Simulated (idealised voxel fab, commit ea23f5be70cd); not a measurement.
Process module, titled voxel self aligned contacts
We display cut, a cross-section 285 nm in width whose square cells are each 5 nm.
Cross-section layout: square cells on a grid; listed as bands, top to bottom; a band spans one or more cell rows. Band: top height; bottom height; in nm. Then, left to right: material with width in nm, for each material. "all across": a single material spanning edge to edge. "empty": empty space. For the purposes of this specification, 0 denotes the height below which the wafer in its as-received condition is composed wholly of one material, and the lowermost band, lacking a lower limit, extends downward without end, as expressed in "0 nm and below". With a width like "30->40", each row of cells in the band differs from the next by the same amount, the top row carrying the first number and the bottom row the second. Reading "nothing different" for a step: not a cell of the cross-section changed in it. For the entry "Cavities, sealed", the listed items are empty spaces with no open way to the top whose size is 8 cells or more; each item follows the pattern width x height at distance, where distance is from the left edge and all three are in nm. Heads up: the bit after the settings on a step's line is the simulator's remark on that step. For masked steps, "overlay nm" on the step line gives how far right of plan the mask actually lay; a minus sign means it lay to the left.
Steps planned for the process
- 1: RECEIVE,material Si
- 2: OXIDIZE,depth nm 5
- 3: DIRECTIONAL_DEP,material polySi,thk nm 30
- 4: DIRECTIONAL_DEP,material SiN,thk nm 25
- 5: PATTERN,tone cover,mask id GATE,material resist,width nm 35,pitch nm 75,thk nm 20,overlay nm -15
- 6: DIRECTIONAL_ETCH,etch materials SiN,depth nm 25
- 7: DIRECTIONAL_ETCH,etch materials polySi,depth nm 30
- 8: STRIP,etch materials resist
- 9: CONFORMAL_DEP,material SiN,thk nm 10
- 10: DIRECTIONAL_ETCH,etch materials SiN,depth nm 10
- 11: FILL_DEP,material SiO2,thk nm 20
- 12: CMP,height nm 65
- 13: PATTERN,tone open,mask id CONTACT,material resist,width nm 50,pitch nm 75,thk nm 15,overlay nm 0
- 14: DIRECTIONAL_ETCH,etch materials SiO2,depth nm 70
- 15: STRIP,etch materials resist
- 16: CONFORMAL_DEP,material TiN,thk nm 5
- 17: FILL_DEP,material W,thk nm 10
- 18: CMP,height nm 65
- 19: CONFORMAL_DEP,material SiN,thk nm 5
Same starting wafers, different overlay nm at step 5. Plan value belongs to the first wafer.
Sectional view: first of several wafers, as received, after step 1
* 0 nm and below = Si all across
* Cavities, sealed: none
Wafer cross-section (first of several) - module end, post step 19 (last step)
* 70 nm to 65 nm = SiN all across
* 65 nm to 55 nm = 80 of SiO2  5 of TiN  40->10 of W  5->35 of TiN  25 of SiO2  5 of TiN  40->10 of W  5->35 of TiN  80 of SiO2
* 55 nm to 30 nm = 25 of SiO2  55 of SiN  5 of TiN  10 of W  5 of TiN  55 of SiN  5 of TiN  10 of W  5 of TiN  55 of SiN  55 of SiO2
* 30 nm to 0 nm = 25 of SiO2  10 of SiN  35 of polySi  10 of SiN  5 of TiN  10 of W  5 of TiN  10 of SiN  35 of polySi  10 of SiN  5 of TiN  10 of W  5 of TiN  10 of SiN  35 of polySi  10 of SiN  55 of SiO2
* 0 nm to -5 nm = 80 of SiO2  20 of TiN  55 of SiO2  20 of TiN  110 of SiO2
* -5 nm and below = Si all across
* Cavities, sealed: none
End of module, last wafer sectioned
* 70 nm to 65 nm = SiN all across
* 65 nm to 55 nm = 80 of SiO2  5->35 of TiN  40->10 of W  5 of TiN  25 of SiO2  5->35 of TiN  40->10 of W  5 of TiN  80 of SiO2
* 55 nm to 30 nm = 55 of SiO2  55 of SiN  5 of TiN  10 of W  5 of TiN  55 of SiN  5 of TiN  10 of W  5 of TiN  55 of SiN  25 of SiO2
* 30 nm to 0 nm = 55 of SiO2  10 of SiN  35 of polySi  10 of SiN  5 of TiN  10 of W  5 of TiN  10 of SiN  35 of polySi  10 of SiN  5 of TiN  10 of W  5 of TiN  10 of SiN  35 of polySi  10 of SiN  25 of SiO2
* 0 nm to -5 nm = 110 of SiO2  20 of TiN  55 of SiO2  20 of TiN  80 of SiO2
* -5 nm and below = Si all across
* Cavities, sealed: none
Per wafer (row), end of module: delta in cells per material since receipt, (+) for gained, (-) for lost; closed voids after that
overlay nm -15; -57 Si; +294 SiN; +299 SiO2; +72 TiN; +64 W; +126 polySi; Cavities, sealed: none
overlay nm -10; -57 Si; +294 SiN; +299 SiO2; +72 TiN; +64 W; +126 polySi; Cavities, sealed: none
overlay nm -5; -57 Si; +294 SiN; +299 SiO2; +72 TiN; +64 W; +126 polySi; Cavities, sealed: none
overlay nm 0; -57 Si; +294 SiN; +299 SiO2; +72 TiN; +64 W; +126 polySi; Cavities, sealed: none
overlay nm 5; -57 Si; +294 SiN; +299 SiO2; +72 TiN; +64 W; +126 polySi; Cavities, sealed: none
overlay nm 10; -57 Si; +294 SiN; +299 SiO2; +72 TiN; +64 W; +126 polySi; Cavities, sealed: none
overlay nm 15; -57 Si; +294 SiN; +299 SiO2; +72 TiN; +64 W; +126 polySi; Cavities, sealed: none
